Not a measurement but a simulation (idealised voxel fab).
Process module in this document: voxel capacitor over wiring
Square cells of 5 nm make up the cross-section cut, whose width is 240 nm.
A cross-section in this document is a grid of square cells, and it is written down as bands, the top band listed before the ones below it; a band is made up of one or more rows of cells. Band: top and bottom heights (nm) first, top before bottom; then materials from left to right, widths in nm. "throughout" marks a sole material filling the band edge to edge. "air" denotes empty space. A quick word on heights: they are counted from 0, and under that level the wafer as it came to us is one material throughout. The lowest band is different from the rest in having no bottom; it simply continues downward, written as in "0 nm and below". A width such as "30->40" changes by the same amount from each row of cells to the next, from the band's top row to its bottom row. For the purposes of this document, the phrase "no change" attached to a step denotes that no cell within the cross-section was modified by that step. Listed in "Closed empty spaces": every empty space of 8 or more cells without an open way to the top. Form: width x height at distance, the distance being from the left edge, all in nm. Whatever follows a step's settings on its line is a remark the simulator itself makes about that step. "overlay nm" on a masked step: distance the mask lay right of its planned place, negative for left.
Listed below are the process steps as planned:
1: RECEIVE with material Si
2: CONFORMAL_DEP with material SiO2, thk nm 10
3: CONFORMAL_DEP with material SiCN, thk nm 5
4: DIRECTIONAL_DEP with material SiO2, thk nm 15
5: DIRECTIONAL_DEP with material aC, thk nm 10
6: PATTERN with tone open, mask id METAL_1, material resist, width nm 20, pitch nm 80, thk nm 30, overlay nm 0
7: DIRECTIONAL_ETCH with etch materials aC, depth nm 10
8: STRIP with etch materials resist
9: DIRECTIONAL_ETCH with etch materials SiO2, depth nm 15
10: DIRECTIONAL_ETCH with etch materials SiCN, depth nm 5
11: STRIP with etch materials aC
12: CONFORMAL_DEP with material TiN, thk nm 5
13: FILL_DEP with material W, thk nm 10
14: CMP with height nm 30
15: EPI with material Ru, thk nm 5
16: FILL_DEP with material SiCN, thk nm 5
17: DIRECTIONAL_DEP with material lowk, thk nm 15
18: MASKED_ETCH with tone open, mask id PLUG_1, width nm 15, etch materials lowk, depth nm 15, overlay nm -15
19: MASKED_ETCH with tone open, mask id PLUG_1, width nm 15, etch materials SiCN, depth nm 5, overlay nm 0
20: CONFORMAL_DEP with material TiN, thk nm 5
21: FILL_DEP with material Ru, thk nm 5
22: CMP with height nm 55
23: DIRECTIONAL_DEP with material TiN, thk nm 5
24: DIRECTIONAL_DEP with material SiN, thk nm 5
25: DIRECTIONAL_DEP with material TiN, thk nm 5
26: MASKED_ETCH with tone cover, mask id UPPER_PLATE, width nm 65, etch materials TiN, depth nm 5, overlay nm 0
27: MASKED_ETCH with tone cover, mask id UPPER_PLATE, width nm 65, etch materials SiN, depth nm 5, overlay nm 0
28: DIRECTIONAL_DEP with material aC, thk nm 15
29: PATTERN with tone cover, mask id LOWER_PLATE, material resist, width nm 75, thk nm 30, overlay nm 0
30: DIRECTIONAL_ETCH with etch materials aC, depth nm 15
31: STRIP with etch materials resist
32: DIRECTIONAL_ETCH with etch materials TiN, depth nm 5
33: STRIP with etch materials aC
34: FILL_DEP with material SiO2, thk nm 20
35: CMP with height nm 85
36: PATTERN with tone open, mask id PLUG_2, material resist, width nm 15, thk nm 15, overlay nm 0
37: DIRECTIONAL_ETCH with etch materials SiO2, depth nm 15
38: STRIP with etch materials resist
39: CONFORMAL_DEP with material TiN, thk nm 5
40: FILL_DEP with material Cu, thk nm 10
41: CMP with height nm 85
42: CONFORMAL_DEP with material SiCN, thk nm 5
For this document, wafers share an identical start and vary in the step 18 overlay nm; the plan quotes the first wafer's value.
The first of several wafers as received, shown in cross-section; this is its state after step 1:
  0 nm and below | Si throughout
  Closed empty spaces: none
Post step 42, the closing step of the module: first of several wafers, cross-sectioned:
  90 nm to 85 nm | SiCN throughout
  85 nm to 75 nm | SiO2 85 nm, TiN 5 nm, Cu 5 nm, TiN 5 nm, SiO2 140 nm
  75 nm to 65 nm | SiO2 85->75 nm, TiN 15->65 nm, SiO2 140->100 nm
  65 nm to 60 nm | SiO2 75 nm, SiN 65 nm, SiO2 100 nm
  60 nm to 55 nm | SiO2 70 nm, TiN 75 nm, SiO2 95 nm
  55 nm to 45 nm | lowk 60 nm, TiN 5 nm, Ru 5 nm, TiN 5 nm, lowk 165 nm
  45 nm to 40 nm | lowk 60 nm, TiN 15 nm, lowk 165 nm
  40 nm to 35 nm | SiCN throughout
  35 nm to 30 nm | SiCN 65 nm, Ru 30 nm, SiCN 50 nm, Ru 30 nm, SiCN 65 nm
  30 nm to 15 nm | SiO2 70 nm, TiN 5 nm, W 10 nm, TiN 5 nm, SiO2 60 nm, TiN 5 nm, W 10 nm, TiN 5 nm, SiO2 70 nm
  15 nm to 10 nm | SiCN 70 nm, TiN 20 nm, SiCN 60 nm, TiN 20 nm, SiCN 70 nm
  10 nm to 0 nm | SiO2 throughout
  0 nm and below | Si throughout
  Closed empty spaces: none
Wafer cross-section (last wafer, module end):
  90 nm to 85 nm | SiCN throughout
  85 nm to 75 nm | SiO2 85 nm, TiN 5 nm, Cu 5 nm, TiN 5 nm, SiO2 140 nm
  75 nm to 65 nm | SiO2 85->75 nm, TiN 15->65 nm, SiO2 140->100 nm
  65 nm to 60 nm | SiO2 75 nm, SiN 65 nm, SiO2 100 nm
  60 nm to 55 nm | SiO2 70 nm, TiN 75 nm, SiO2 95 nm
  55 nm to 45 nm | lowk 90 nm, TiN 5 nm, Ru 5 nm, TiN 5 nm, lowk 135 nm
  45 nm to 40 nm | lowk 90 nm, TiN 15 nm, lowk 135 nm
  40 nm to 35 nm | SiCN throughout
  35 nm to 30 nm | SiCN 65 nm, Ru 30 nm, SiCN 50 nm, Ru 30 nm, SiCN 65 nm
  30 nm to 15 nm | SiO2 70 nm, TiN 5 nm, W 10 nm, TiN 5 nm, SiO2 60 nm, TiN 5 nm, W 10 nm, TiN 5 nm, SiO2 70 nm
  15 nm to 10 nm | SiCN 70 nm, TiN 20 nm, SiCN 60 nm, TiN 20 nm, SiCN 70 nm
  10 nm to 0 nm | SiO2 throughout
  0 nm and below | Si throughout
  Closed empty spaces: none
The table below has one row for each wafer; a row shows, as of the end of the module, how many cells of each material the wafer has gained, marked (+), or lost, marked (-), since it was received, and then the wafer's closed voids:
overlay nm -15, +2 Cu, +14 Ru, +172 SiCN, +13 SiN, +454 SiO2, +62 TiN, +12 W, +135 lowk, Closed empty spaces: none
overlay nm -10, +2 Cu, +14 Ru, +171 SiCN, +13 SiN, +454 SiO2, +63 TiN, +12 W, +135 lowk, Closed empty spaces: none
overlay nm -5, +2 Cu, +14 Ru, +170 SiCN, +13 SiN, +454 SiO2, +64 TiN, +12 W, +135 lowk, Closed empty spaces: none
overlay nm 0, +2 Cu, +15 Ru, +169 SiCN, +13 SiN, +454 SiO2, +64 TiN, +12 W, +135 lowk, Closed empty spaces: none
overlay nm 5, +2 Cu, +14 Ru, +170 SiCN, +13 SiN, +454 SiO2, +64 TiN, +12 W, +135 lowk, Closed empty spaces: none
overlay nm 10, +2 Cu, +14 Ru, +171 SiCN, +13 SiN, +454 SiO2, +63 TiN, +12 W, +135 lowk, Closed empty spaces: none
overlay nm 15, +2 Cu, +14 Ru, +172 SiCN, +13 SiN, +454 SiO2, +62 TiN, +12 W, +135 lowk, Closed empty spaces: none
